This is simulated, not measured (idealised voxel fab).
Proc. module: voxel transistor to metal
Cross-sectional view cut (width: 200 nm; square cell size: 5 nm).
Just so we're on the same page, the cross-sections are grids of square cells, and they're listed out in bands top to bottom, each band one or more rows deep. Heads up on the band format: heights come first, top then bottom, in nm. After that it's the materials left to right, each with its width in nm. A single material flagged "edge to edge" fills the whole band edge to edge, and "blank" means there's empty space there. Ref level 0: as-received wafer is one material below here. Bottom band extends down with no lower bound ("0 nm and below"). Per-row width for "30..40": begins at first number (top row of band), ends at second number (bottom row), increment between rows held constant. Step note "all unchanged" = no cross-section cell changed. The entry "Sealed internal cavities" lists the empty spaces that cover at least 8 cells and have no open path to the top. Each is written as width x height at distance, where the distance is measured from the left edge and all three values are in nm. What comes after the settings on a step's line is commentary from the simulator itself on that step. "overlay nm" denotes, for a step that has a mask, the displacement of the mask to the right of its planned place, with negative values corresponding to the left. Quick note on how to read the rest: it's all pairs. You get the cross-section before a process step and the one after, but the after one only goes down as far as the lowest band that changed. The step in between, with its settings, sits under the pair. Heads up, the pairs can come from different runs of this module on the same starting wafer, so don't assume a pair picks up from the one above unless its "State before" entry says it does.
## State before
* 65 nm to 50 nm | W edge to edge
* 50 nm to 45 nm | TiN edge to edge
* 45 nm to 40 nm | SiO2: 55, then TiN: 5, then Ru: 20, then TiN: 5, then SiO2: 30, then TiN: 5, then Ru: 20, then TiN: 5, then SiO2: 55
* 40 nm to 35 nm | SiO2: 55, then TiN: 30, then SiO2: 30, then TiN: 30, then SiO2: 55
* 35 nm to 20 nm | SiCN: 90, then SiO2: 5, then SiN: 10, then SiO2: 5, then SiCN: 90
* 20 nm to 0 nm | polySi: 90, then SiO2: 5, then SiN: 10, then SiO2: 5, then polySi: 90
* 0 nm to -5 nm | SiO2 edge to edge
* -5 nm to -35 nm | SiO2: 55, then Si: 90, then SiO2: 55
* -35 nm and below | Si edge to edge
* Sealed internal cavities: none
## after
* 80 nm to 65 nm | blank: 55, then resist: 20, then blank: 50, then resist: 20, then blank: 55
* Everything under 65 stays put, no change at all.
* Sealed internal cavities: none
What was done to get from the before section above to the after section? PATTERN, tone cover, mask id METAL_1, material resist, width nm 20, pitch nm 70, thk nm 15, overlay nm 0
State before: This step starts from the configuration shown after the step in the pair immediately above.
## after
* 80 nm to 65 nm | blank: 55, then resist: 20, then blank: 50, then resist: 20, then blank: 55
* 65 nm to 50 nm | blank: 55, then W: 20, then blank: 50, then W: 20, then blank: 55
* Everything under 50 stays put, no change at all.
* Sealed internal cavities: none
What was done to get from the before section above to the after section? DIRECTIONAL_ETCH, etch materials W, depth nm 15
State before: This step starts from the configuration shown after the step in the pair immediately above.
## after
* 80 nm to 65 nm | blank: 55, then resist: 20, then blank: 50, then resist: 20, then blank: 55
* 65 nm to 50 nm | blank: 55, then W: 20, then blank: 50, then W: 20, then blank: 55
* 50 nm to 45 nm | blank: 55, then TiN: 20, then blank: 50, then TiN: 20, then blank: 55
* Everything under 45 stays put, no change at all.
* Sealed internal cavities: none
What was done to get from the before section above to the after section? DIRECTIONAL_ETCH, etch materials TiN, depth nm 5
State before: This step starts from the configuration shown after the step in the pair immediately above.
## after
* 65 nm to 50 nm | blank: 55, then W: 20, then blank: 50, then W: 20, then blank: 55
* Everything under 50 stays put, no change at all.
* Sealed internal cavities: none
What was done to get from the before section above to the after section? STRIP, etch materials resist
State before: This step starts from the configuration shown after the step in the pair immediately above.
## after
* 70 nm to 65 nm | lowk edge to edge
* 65 nm to 50 nm | lowk: 55, then W: 20, then lowk: 50, then W: 20, then lowk: 55
* 50 nm to 45 nm | lowk: 55, then TiN: 20, then lowk: 50, then TiN: 20, then lowk: 55
* Everything under 45 stays put, no change at all.
* Sealed internal cavities: none
What was done to get from the before section above to the after section? FILL_DEP, material lowk, thk nm 5
State before: This step starts from the configuration shown after the step in the pair immediately above.
## after
* 65 nm to 50 nm | lowk: 55, then W: 20, then lowk: 50, then W: 20, then lowk: 55
* Everything under 50 stays put, no change at all.
* Sealed internal cavities: none
What was done to get from the before section above to the after section? CMP, height nm 65
State before: This step starts from the configuration shown after the step in the pair immediately above.
## after
* 70 nm to 65 nm | SiCN edge to edge
* Everything under 65 stays put, no change at all.
* Sealed internal cavities: none
What was done to get from the before section above to the after section? CONFORMAL_DEP, material SiCN, thk nm 5
State before: This step starts from the configuration shown after the step in the pair immediately above.
## after
* 100 nm to 70 nm | lowk edge to edge
* Everything under 70 stays put, no change at all.
* Sealed internal cavities: none
What was done to get from the before section above to the after section? DIRECTIONAL_DEP, material lowk, thk nm 30
State before: This step starts from the configuration shown after the step in the pair immediately above.
## after
* 100 nm to 70 nm | lowk: 55, then blank: 15, then lowk: 55, then blank: 15, then lowk: 60
* Everything under 70 stays put, no change at all.
* Sealed internal cavities: none
What was done to get from the before section above to the after section? MASKED_ETCH, tone open, mask id METAL_2_HOLES, width nm 15, pitch nm 70, etch materials lowk, depth nm 30, overlay nm 0
State before: This step starts from the configuration shown after the step in the pair immediately above.
## after
* 100 nm to 80 nm | lowk: 55, then blank: 20, then lowk: 50, then blank: 20, then lowk: 55
* Everything under 80 stays put, no change at all.
* Sealed internal cavities: none
What was done to get from the before section above to the after section? MASKED_ETCH, tone open, mask id METAL_2, width nm 20, pitch nm 70, etch materials lowk, depth nm 20, overlay nm 0
State before: This step starts from the configuration shown after the step in the pair immediately above.
## after
* 100 nm to 80 nm | lowk: 55, then blank: 20, then lowk: 50, then blank: 20, then lowk: 55
* 80 nm to 70 nm | lowk: 55, then blank: 15, then lowk: 55, then blank: 15, then lowk: 60
* 70 nm to 65 nm | SiCN: 55, then blank: 15, then SiCN: 55, then blank: 15, then SiCN: 60
* Everything under 65 stays put, no change at all.
* Sealed internal cavities: none
What was done to get from the before section above to the after section? MASKED_ETCH, tone open, mask id METAL_2, width nm 20, pitch nm 70, etch materials SiCN, depth nm 5, overlay nm 0
State before: This step starts from the configuration shown after the step in the pair immediately above.
## after
* 105 nm to 100 nm | TiN: 60, then blank: 10, then TiN: 60, then blank: 10, then TiN: 60
* 100 nm to 85 nm | lowk: 55, then TiN: 5, then blank: 10, then TiN: 5, then lowk: 50, then TiN: 5, then blank: 10, then TiN: 5, then lowk: 55
* 85 nm to 80 nm | lowk: 55, then TiN: 5, then blank: 5, then TiN: 10, then lowk: 50, then TiN: 5, then blank: 5, then TiN: 10, then lowk: 55
* 80 nm to 70 nm | lowk: 55, then TiN: 5, then blank: 5, then TiN: 5, then lowk: 55, then TiN: 5, then blank: 5, then TiN: 5, then lowk: 60
* 70 nm to 65 nm | SiCN: 55, then TiN: 15, then SiCN: 55, then TiN: 15, then SiCN: 60
* Everything under 65 stays put, no change at all.
* Sealed internal cavities: none
What was done to get from the before section above to the after section? CONFORMAL_DEP, material TiN, thk nm 5
State before: This step starts from the configuration shown after the step in the pair immediately above.
## after
* 110 nm to 105 nm | Ru edge to edge
* 105 nm to 100 nm | TiN: 60, then Ru: 10, then TiN: 60, then Ru: 10, then TiN: 60
* 100 nm to 85 nm | lowk: 55, then TiN: 5, then Ru: 10, then TiN: 5, then lowk: 50, then TiN: 5, then Ru: 10, then TiN: 5, then lowk: 55
* 85 nm to 80 nm | lowk: 55, then TiN: 5, then Ru: 5, then TiN: 10, then lowk: 50, then TiN: 5, then Ru: 5, then TiN: 10, then lowk: 55
* 80 nm to 70 nm | lowk: 55, then TiN: 5, then Ru: 5, then TiN: 5, then lowk: 55, then TiN: 5, then Ru: 5, then TiN: 5, then lowk: 60
* Everything under 70 stays put, no change at all.
* Sealed internal cavities: none
What was done to get from the before section above to the after section? FILL_DEP, material Ru, thk nm 5
State before: This step starts from the configuration shown after the step in the pair immediately above.
## after
* 100 nm to 85 nm | lowk: 55, then TiN: 5, then Ru: 10, then TiN: 5, then lowk: 50, then TiN: 5, then Ru: 10, then TiN: 5, then lowk: 55
* Everything under 85 stays put, no change at all.
* Sealed internal cavities: none
What was done to get from the before section above to the after section? CMP, height nm 100
State before: This step starts from the configuration shown after the step in the pair immediately above.
## after
* 105 nm to 100 nm | SiN edge to edge
* Everything under 100 stays put, no change at all.
* Sealed internal cavities: none
What was done to get from the before section above to the after section? CONFORMAL_DEP, material SiN, thk nm 5
